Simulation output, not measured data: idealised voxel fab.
process module | voxel transistor to metal
cross-section cut | 180 nm wide | cells 5 nm
A cross-section is a grid of square cells, given in bands from the top down. A band is one or more rows of cells.
Each band's line starts with the height of the band's top and of its bottom, in nm. Then come its materials from left to right, each with its width in nm. One material with "throughout" fills the band from edge to edge. "air" is empty space.
Height 0 is the level under which the wafer as received is all one material. The lowest band goes on downwards, as in "0 down".
A width such as "30 to 40" changes by the same amount from each row of cells to the next, from the band's top row to its bottom row.
"no change" after a step means that no cell of the cross-section changed.
closed voids: empty space of 8 cells or more with no open way to the top, each as width x height at its distance from the left edge, in nm
after a step's settings: what the simulator itself notes on the step
overlay nm, on a step with a mask: how far to the right of its planned place the mask lay; to the left if negative
plan
1 op RECEIVE | material Si
2 op OXIDIZE | depth nm 5
3 op CONFORMAL_DEP | material SiN | thk nm 15
4 op PATTERN | tone cover | mask id ACTIVE | material resist | width nm 115 | thk nm 15 | overlay nm 0
5 op DIRECTIONAL_ETCH | etch materials SiN | depth nm 15
6 op DIRECTIONAL_ETCH | etch materials SiO2 | depth nm 5
7 op DIRECTIONAL_ETCH | etch materials Si | depth nm 25
8 op STRIP | etch materials resist
9 op OXIDIZE | depth nm 5
10 op FILL_DEP | material SiO2 | thk nm 15
11 op CMP | height nm 15
12 op SELECTIVE_ETCH | etch materials SiO2 | depth nm 10
13 op STRIP | etch materials SiN
14 op SELECTIVE_ETCH | etch materials SiO2 | depth nm 5
15 op OXIDIZE | depth nm 5
16 op DIRECTIONAL_DEP | material polySi | thk nm 30
17 op DIRECTIONAL_DEP | material SiCN | thk nm 10
18 op PATTERN | tone cover | mask id GATE | material resist | width nm 25 | thk nm 15 | overlay nm 0
19 op DIRECTIONAL_ETCH | etch materials SiCN | depth nm 20
20 op DIRECTIONAL_ETCH | etch materials polySi | depth nm 40
21 op STRIP | etch materials resist
22 op CONFORMAL_DEP | material SiN | thk nm 5
23 op DIRECTIONAL_ETCH | etch materials SiN | depth nm 5
24 op DIRECTIONAL_ETCH | etch materials SiO2 | depth nm 5
25 op DIRECTIONAL_ETCH | etch materials Si | depth nm 10
26 op EPI | material nSi | thk nm 10
27 op FILL_DEP | material SiO2 | thk nm 10
28 op CMP | height nm 25
29 op STRIP | etch materials polySi
30 op SELECTIVE_ETCH | etch materials SiO2 | depth nm 5
31 op CONFORMAL_DEP | material HfO2 | thk nm 5
32 op CONFORMAL_DEP | material TiN | thk nm 5
33 op FILL_DEP | material W | thk nm 5
34 op CMP | height nm 20
35 op DIRECTIONAL_DEP | material SiO2 | thk nm 15
36 op DIRECTIONAL_DEP | material aC | thk nm 15
37 op PATTERN | tone open | mask id CONTACT | material resist | width nm 20 | pitch nm 85 | thk nm 30 | overlay nm 0
38 op DIRECTIONAL_ETCH | etch materials aC | depth nm 15
39 op STRIP | etch materials resist
40 op DIRECTIONAL_ETCH | etch materials SiO2 | depth nm 45
41 op STRIP | etch materials aC
42 op CONFORMAL_DEP | material TiN | thk nm 5
43 op FILL_DEP | material Ru | thk nm 5
44 op CMP | height nm 35
45 op CONFORMAL_DEP | material SiCN | thk nm 5
46 op DIRECTIONAL_DEP | material lowk | thk nm 20
47 op DIRECTIONAL_DEP | material aC | thk nm 15
48 op PATTERN | tone open | mask id METAL_1 | material resist | width nm 20 | pitch nm 85 | thk nm 35 | overlay nm 0
49 op DIRECTIONAL_ETCH | etch materials aC | depth nm 15
50 op STRIP | etch materials resist
51 op DIRECTIONAL_ETCH | etch materials lowk | depth nm 20
52 op DIRECTIONAL_ETCH | etch materials SiCN | depth nm 5
53 op STRIP | etch materials aC
54 op CONFORMAL_DEP | material TiN | thk nm 5
55 op FILL_DEP | material Ru | thk nm 10
56 op CMP | height nm 60
57 op CONFORMAL_DEP | material SiCN | thk nm 5
58 op DIRECTIONAL_DEP | material SiO2 | thk nm 30
59 op MASKED_ETCH | tone open | mask id METAL_2_HOLES | width nm 15 | pitch nm 85 | etch materials SiO2 | depth nm 30 | overlay nm 0
60 op DIRECTIONAL_DEP | material aC | thk nm 10
61 op PATTERN | tone open | mask id METAL_2 | material resist | width nm 20 | pitch nm 85 | thk nm 30 | overlay nm 0
62 op DIRECTIONAL_ETCH | etch materials aC | depth nm 10
63 op STRIP | etch materials resist
64 op DIRECTIONAL_ETCH | etch materials SiO2 | depth nm 15
65 op DIRECTIONAL_ETCH | etch materials SiCN | depth nm 5
66 op STRIP | etch materials aC
67 op CONFORMAL_DEP | material TiN | thk nm 5
68 op FILL_DEP | material Cu | thk nm 10
69 op CMP | height nm 95
70 op CONFORMAL_DEP | material SiCN | thk nm 5
as received, after step 1
  0 down: Si throughout
  closed voids: none
first wafer at the end, as planned
  100 to 95: SiCN throughout
  95 to 85: SiO2 35 | TiN 5 | Cu 10 | TiN 5 | SiO2 65 | TiN 5 | Cu 10 | TiN 5 | SiO2 40
  85 to 80: SiO2 35 | TiN 5 | Cu 5 | TiN 10 | SiO2 65 | TiN 5 | Cu 5 | TiN 10 | SiO2 40
  80 to 65: SiO2 35 | TiN 5 | Cu 5 | TiN 5 | SiO2 70 | TiN 5 | Cu 5 | TiN 5 | SiO2 45
  65 to 60: SiCN 35 | TiN 15 | SiCN 70 | TiN 15 | SiCN 45
  60 to 40: lowk 35 | TiN 5 | Ru 10 | TiN 5 | lowk 65 | TiN 5 | Ru 10 | TiN 5 | lowk 40
  40 to 35: SiCN 35 | TiN 20 | SiCN 65 | TiN 20 | SiCN 40
  35 to 20: SiO2 35 | TiN 5 | Ru 10 | TiN 5 | SiO2 65 | TiN 5 | Ru 10 | TiN 5 | SiO2 40
  20 to 0: SiO2 35 | TiN 5 | Ru 10 | TiN 5 | SiO2 15 | SiN 5 | HfO2 5 | TiN 5 | W 5 | TiN 5 | HfO2 5 | SiN 5 | SiO2 15 | TiN 5 | Ru 10 | TiN 5 | SiO2 40
  0 to -5: SiO2 25 | SiN 5 | SiO2 5 | TiN 5 | Ru 10 | TiN 5 | SiO2 5 | nSi 10 | SiN 5 | HfO2 5 | TiN 15 | HfO2 5 | SiN 5 | nSi 10 | SiO2 5 | TiN 5 | Ru 10 | TiN 5 | SiO2 5 | SiN 5 | SiO2 30
  -5 to -10: SiO2 35 | TiN 20 | SiO2 5 | nSi 10 | HfO2 35 | nSi 10 | SiO2 5 | TiN 20 | SiO2 40
  -10 to -20: SiO2 35 | nSi 35 | Si 35 | nSi 35 | SiO2 40
  -20 to -35: SiO2 35 | Si 105 | SiO2 40
  -35 down: Si throughout
  closed voids: none
second wafer at the end: like start, like plan, one mistake
  100 to 95: SiCN throughout
  95 to 85: SiO2 35 | TiN 5 | Cu 10 | TiN 5 | SiO2 65 | TiN 5 | Cu 10 | TiN 5 | SiO2 40
  85 to 80: SiO2 35 | TiN 5 | Cu 5 | TiN 10 | SiO2 65 | TiN 5 | Cu 5 | TiN 10 | SiO2 40
  80 to 65: SiO2 35 | TiN 5 | Cu 5 | TiN 5 | SiO2 70 | TiN 5 | Cu 5 | TiN 5 | SiO2 45
  65 to 55: SiCN 35 | TiN 15 to 20 | SiCN 70 to 65 | TiN 15 to 20 | SiCN 45 to 40
  55 to 35: lowk throughout
  35 to 20: SiO2 35 | TiN 5 | Ru 10 | TiN 5 | SiO2 65 | TiN 5 | Ru 10 | TiN 5 | SiO2 40
  20 to 0: SiO2 35 | TiN 5 | Ru 10 | TiN 5 | SiO2 15 | SiN 5 | HfO2 5 | TiN 5 | W 5 | TiN 5 | HfO2 5 | SiN 5 | SiO2 15 | TiN 5 | Ru 10 | TiN 5 | SiO2 40
  0 to -5: SiO2 25 | SiN 5 | SiO2 5 | TiN 5 | Ru 10 | TiN 5 | SiO2 5 | nSi 10 | SiN 5 | HfO2 5 | TiN 15 | HfO2 5 | SiN 5 | nSi 10 | SiO2 5 | TiN 5 | Ru 10 | TiN 5 | SiO2 5 | SiN 5 | SiO2 30
  -5 to -10: SiO2 35 | TiN 20 | SiO2 5 | nSi 10 | HfO2 35 | nSi 10 | SiO2 5 | TiN 20 | SiO2 40
  -10 to -20: SiO2 35 | nSi 35 | Si 35 | nSi 35 | SiO2 40
  -20 to -35: SiO2 35 | Si 105 | SiO2 40
  -35 down: Si throughout
  closed voids: none
what went wrong: steps 45 and 46 were swapped
at the end the second wafer has, in cells: 16 fewer of Ru | 16 fewer of TiN | 32 more of lowk
